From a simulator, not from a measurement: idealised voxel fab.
process module | voxel self aligned contacts
cross-section cut | 255 nm wide | cells 5 nm
A cross-section is a grid of square cells, given in bands from the top down. A band is one or more rows of cells.
Each band's line starts with the height of the band's top and of its bottom, in nm. Then come its materials from left to right, each with its width in nm. One material with "throughout" fills the band from edge to edge. "air" is empty space.
Height 0 is the level under which the wafer as received is all one material. The lowest band goes on downwards, as in "0 down".
A width such as "30 to 40" changes by the same amount from each row of cells to the next, from the band's top row to its bottom row.
"no change" after a step means that no cell of the cross-section changed.
closed voids: empty space of 8 cells or more with no open way to the top, each as width x height at its distance from the left edge, in nm
after a step's settings: what the simulator itself notes on the step
overlay nm, on a step with a mask: how far to the right of its planned place the mask lay; to the left if negative
plan
1 op RECEIVE | material Si
2 op OXIDIZE | depth nm 5
3 op DIRECTIONAL_DEP | material polySi | thk nm 30
4 op DIRECTIONAL_DEP | material SiN | thk nm 25
5 op DIRECTIONAL_DEP | material aC | thk nm 10
6 op PATTERN | tone cover | mask id GATE | material resist | width nm 30 | pitch nm 75 | thk nm 30 | overlay nm 0
7 op DIRECTIONAL_ETCH | etch materials aC | depth nm 10
8 op STRIP | etch materials resist
9 op DIRECTIONAL_ETCH | etch materials SiN | depth nm 25
10 op DIRECTIONAL_ETCH | etch materials polySi | depth nm 30
11 op STRIP | etch materials aC
12 op CONFORMAL_DEP | material SiN | thk nm 10
13 op DIRECTIONAL_ETCH | etch materials SiN | depth nm 10
14 op FILL_DEP | material SiO2 | thk nm 15
15 op CMP | height nm 60
16 op MASKED_ETCH | tone open | mask id CONTACT | width nm 55 | etch materials SiO2 | depth nm 65 | overlay nm 0
17 op CONFORMAL_DEP | material TiN | thk nm 5
18 op FILL_DEP | material W | thk nm 5
19 op CMP | height nm 60
20 op CONFORMAL_DEP | material SiCN | thk nm 5
first wafer, as planned
as received, after step 1
  0 down: Si throughout
  closed voids: none
after step 2
  0 to -5: SiO2 throughout
  below -5: unchanged
after step 3
  30 to 0: polySi throughout
  below 0: unchanged
after step 4
  55 to 30: SiN throughout
  below 30: unchanged
after step 5
  65 to 55: aC throughout
  below 55: unchanged
after step 6
  95 to 65: air 75 | resist 30 | air 45 | resist 30 | air 75
  below 65: unchanged
after step 7
  85 to 65: air 75 | resist 30 | air 45 | resist 30 | air 75
  65 to 55: air 75 | aC 30 | air 45 | aC 30 | air 75
  below 55: unchanged
after step 8
  65 to 55: air 75 | aC 30 | air 45 | aC 30 | air 75
  below 55: unchanged
after step 9
  65 to 55: air 75 | aC 30 | air 45 | aC 30 | air 75
  55 to 30: air 75 | SiN 30 | air 45 | SiN 30 | air 75
  below 30: unchanged
after step 10
  65 to 55: air 75 | aC 30 | air 45 | aC 30 | air 75
  55 to 30: air 75 | SiN 30 | air 45 | SiN 30 | air 75
  30 to 0: air 75 | polySi 30 | air 45 | polySi 30 | air 75
  below 0: unchanged
after step 11
  55 to 30: air 75 | SiN 30 | air 45 | SiN 30 | air 75
  below 30: unchanged
after step 12
  65 to 30: air 65 | SiN 50 | air 25 | SiN 50 | air 65
  30 to 10: air 65 | SiN 10 | polySi 30 | SiN 10 | air 25 | SiN 10 | polySi 30 | SiN 10 | air 65
  10 to 0: SiN 75 | polySi 30 | SiN 45 | polySi 30 | SiN 75
  below 0: unchanged
after step 13
  55 to 30: air 65 | SiN 50 | air 25 | SiN 50 | air 65
  30 to 0: air 65 | SiN 10 | polySi 30 | SiN 10 | air 25 | SiN 10 | polySi 30 | SiN 10 | air 65
  below 0: unchanged
after step 14
  70 to 55: SiO2 throughout
  55 to 30: SiO2 65 | SiN 50 | SiO2 25 | SiN 50 | SiO2 65
  30 to 0: SiO2 65 | SiN 10 | polySi 30 | SiN 10 | SiO2 25 | SiN 10 | polySi 30 | SiN 10 | SiO2 65
  below 0: unchanged
after step 15
  60 to 55: SiO2 throughout
  below 55: unchanged
after step 16
  60 to 55: SiO2 100 | air 55 | SiO2 100
  55 to 30: SiO2 65 | SiN 50 | air 25 | SiN 50 | SiO2 65
  30 to 0: SiO2 65 | SiN 10 | polySi 30 | SiN 10 | air 25 | SiN 10 | polySi 30 | SiN 10 | SiO2 65
  0 to -5: SiO2 115 | air 25 | SiO2 115
  below -5: unchanged
after step 17
  65 to 60: TiN 105 | air 45 | TiN 105
  60 to 55: SiO2 100 | TiN 20 | air 15 | TiN 20 | SiO2 100
  55 to 30: SiO2 65 | SiN 50 | TiN 5 | air 15 | TiN 5 | SiN 50 | SiO2 65
  30 to 0: SiO2 65 | SiN 10 | polySi 30 | SiN 10 | TiN 5 | air 15 | TiN 5 | SiN 10 | polySi 30 | SiN 10 | SiO2 65
  0 to -5: SiO2 115 | TiN 25 | SiO2 115
  below -5: unchanged
after step 18
  70 to 65: W throughout
  65 to 60: TiN 105 | W 45 | TiN 105
  60 to 55: SiO2 100 | TiN 20 | W 15 | TiN 20 | SiO2 100
  55 to 30: SiO2 65 | SiN 50 | TiN 5 | W 15 | TiN 5 | SiN 50 | SiO2 65
  30 to 0: SiO2 65 | SiN 10 | polySi 30 | SiN 10 | TiN 5 | W 15 | TiN 5 | SiN 10 | polySi 30 | SiN 10 | SiO2 65
  below 0: unchanged
after step 19
  60 to 55: SiO2 100 | TiN 20 | W 15 | TiN 20 | SiO2 100
  below 55: unchanged
after step 20
  65 to 60: SiCN throughout
  below 60: unchanged
second wafer: like start, like plan, one mistake. Through step 18 it matches the first wafer
when step 19 should have ended
  65 to 60: TiN 105 | W 45 | TiN 105
  below 60: unchanged
when step 20 should have ended
  70 to 65: SiCN throughout
  below 65: unchanged
what went wrong: step 19 ran as: op CMP | height nm 65
at the end the second wafer has, in cells: 42 more of TiN | 9 more of W
